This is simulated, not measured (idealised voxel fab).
Process module under the name voxel capacitor over wiring
Xsec cut, 280 nm wide, square cell size 5 nm.
Format of a cross-section: grid, square cells. Given as bands. Order: top down. Band: one or more rows of cells. Heads up on the band format: heights come first, top then bottom, in nm. After that it's the materials left to right, each with its width in nm. A single material flagged "full width" fills the whole band edge to edge, and "blank" means there's empty space there. Heads up on the height convention: 0 is the point under which the incoming wafer is all one material, and the lowest band has no bottom, it just keeps going down, like "top 0, no bottom". Quick explanation for "30 to 40": the width changes in equal steps down the rows of cells, from the first number in the band's top row to the second number in its bottom row. "remained the same" for a step: no cell of the cross-section changed in that step. "Sealed internal voids" contains a list of empty spaces, each no smaller than 8 cells and without an open way to the top, written in the form width x height at distance with the distance from the left edge and all three in nm. It should be noted that, on the line of a given step, the content following the step's settings is a remark produced by the simulator itself with respect to that step. What "overlay nm" on a step's line means: if the step has a mask, that mask lay this far to the right of its planned place, or, when the value is negative, to the left.
Process steps foreseen in the plan
- 1: RECEIVE, material Si
- 2: CONFORMAL_DEP, material SiO2, thk nm 15
- 3: DIRECTIONAL_DEP, material TiN, thk nm 5
- 4: DIRECTIONAL_DEP, material W, thk nm 15
- 5: DIRECTIONAL_DEP, material aC, thk nm 10
- 6: PATTERN, tone cover, mask id METAL_1, material resist, width nm 20, pitch nm 70, thk nm 30, overlay nm 0
- 7: DIRECTIONAL_ETCH, etch materials aC, depth nm 10
- 8: STRIP, etch materials resist
- 9: DIRECTIONAL_ETCH, etch materials W, depth nm 15
- 10: DIRECTIONAL_ETCH, etch materials TiN, depth nm 5
- 11: STRIP, etch materials aC
- 12: FILL_DEP, material SiO2, thk nm 5
- 13: CMP, height nm 35
- 14: CONFORMAL_DEP, material SiCN, thk nm 5
- 15: DIRECTIONAL_DEP, material SiO2, thk nm 15
- 16: MASKED_ETCH, tone open, mask id PLUG_1, width nm 15, etch materials SiO2, depth nm 15, overlay nm 0
- 17: MASKED_ETCH, tone open, mask id PLUG_1, width nm 15, etch materials SiCN, depth nm 5, overlay nm 0
- 18: EPI, material Ru, thk nm 10
- 19: EPI, material Ru, thk nm 10
- 20: DIRECTIONAL_DEP, material TiN, thk nm 10
- 21: DIRECTIONAL_DEP, material SiN, thk nm 5
- 22: DIRECTIONAL_DEP, material TiN, thk nm 5
- 23: PATTERN, tone cover, mask id UPPER_PLATE, material resist, width nm 55, thk nm 20, overlay nm 0
- 24: DIRECTIONAL_ETCH, etch materials TiN, depth nm 5
- 25: DIRECTIONAL_ETCH, etch materials SiN, depth nm 5
- 26: STRIP, etch materials resist
- 27: DIRECTIONAL_DEP, material aC, thk nm 10
- 28: PATTERN, tone cover, mask id LOWER_PLATE, material resist, width nm 65, thk nm 25, overlay nm 0
- 29: DIRECTIONAL_ETCH, etch materials aC, depth nm 10
- 30: STRIP, etch materials resist
- 31: DIRECTIONAL_ETCH, etch materials TiN, depth nm 10
- 32: STRIP, etch materials aC
- 33: FILL_DEP, material SiO2, thk nm 20
- 34: CMP, height nm 90
- 35: PATTERN, tone open, mask id PLUG_2, material resist, width nm 15, thk nm 15, overlay nm -15
- 36: DIRECTIONAL_ETCH, etch materials SiO2, depth nm 15
- 37: STRIP, etch materials resist
- 38: CONFORMAL_DEP, material TiN, thk nm 5
- 39: FILL_DEP, material W, thk nm 10
- 40: CMP, height nm 90
- 41: CONFORMAL_DEP, material SiN, thk nm 5
All wafers enter the flow in the same state. The overlay nm at step 35 differs from wafer to wafer, and the plan gives the value for the first wafer.
Received wafers, first of several: cross-section after step 1
top 0, no bottom | Si full width
Sealed internal voids: none
The figure below presents a cross-section of the first of several wafers at the conclusion of the module, following its last step, step 41
top 95, bottom 90 | SiN full width
top 90, bottom 80 | SiO2: 95 / TiN: 5 / W: 5 / TiN: 5 / SiO2: 170
top 80, bottom 70 | SiO2: 95 to 100 / TiN: 15 to 55 / SiO2: 170 to 125
top 70, bottom 65 | SiO2: 100 / SiN: 55 / SiO2: 125
top 65, bottom 55 | SiO2: 95 / TiN: 65 / SiO2: 120
top 55, bottom 40 | SiO2: 100 / Ru: 15 / SiO2: 165
top 40, bottom 35 | SiCN: 100 / Ru: 15 / SiCN: 165
top 35, bottom 20 | SiO2: 95 / W: 20 / SiO2: 50 / W: 20 / SiO2: 95
top 20, bottom 15 | SiO2: 95 / TiN: 20 / SiO2: 50 / TiN: 20 / SiO2: 95
top 15, bottom 0 | SiO2 full width
top 0, no bottom | Si full width
Sealed internal voids: none
Showing the last wafer in cross-section at the end of the module
top 95, bottom 90 | SiN full width
top 90, bottom 80 | SiO2: 125 / TiN: 5 / W: 5 / TiN: 5 / SiO2: 140
top 80, bottom 70 | SiO2: 125 to 100 / TiN: 15 to 55 / SiO2: 140 to 125
top 70, bottom 65 | SiO2: 100 / SiN: 55 / SiO2: 125
top 65, bottom 55 | SiO2: 95 / TiN: 65 / SiO2: 120
top 55, bottom 40 | SiO2: 100 / Ru: 15 / SiO2: 165
top 40, bottom 35 | SiCN: 100 / Ru: 15 / SiCN: 165
top 35, bottom 20 | SiO2: 95 / W: 20 / SiO2: 50 / W: 20 / SiO2: 95
top 20, bottom 15 | SiO2: 95 / TiN: 20 / SiO2: 50 / TiN: 20 / SiO2: 95
top 15, bottom 0 | SiO2 full width
top 0, no bottom | Si full width
Sealed internal voids: none
Per wafer, end of module: cells gained (+) or lost (-) per material since receipt, then closed voids
overlay nm -15; +12 Ru; +53 SiCN; +67 SiN; +854 SiO2; +52 TiN; +26 W; Sealed internal voids: none
overlay nm -10; +12 Ru; +53 SiCN; +67 SiN; +854 SiO2; +52 TiN; +26 W; Sealed internal voids: none
overlay nm -5; +12 Ru; +53 SiCN; +67 SiN; +854 SiO2; +52 TiN; +26 W; Sealed internal voids: none
overlay nm 0; +12 Ru; +53 SiCN; +67 SiN; +854 SiO2; +52 TiN; +26 W; Sealed internal voids: none
overlay nm 5; +12 Ru; +53 SiCN; +67 SiN; +854 SiO2; +52 TiN; +26 W; Sealed internal voids: none
overlay nm 10; +12 Ru; +53 SiCN; +67 SiN; +854 SiO2; +52 TiN; +26 W; Sealed internal voids: none
overlay nm 15; +12 Ru; +53 SiCN; +67 SiN; +854 SiO2; +52 TiN; +26 W; Sealed internal voids: none
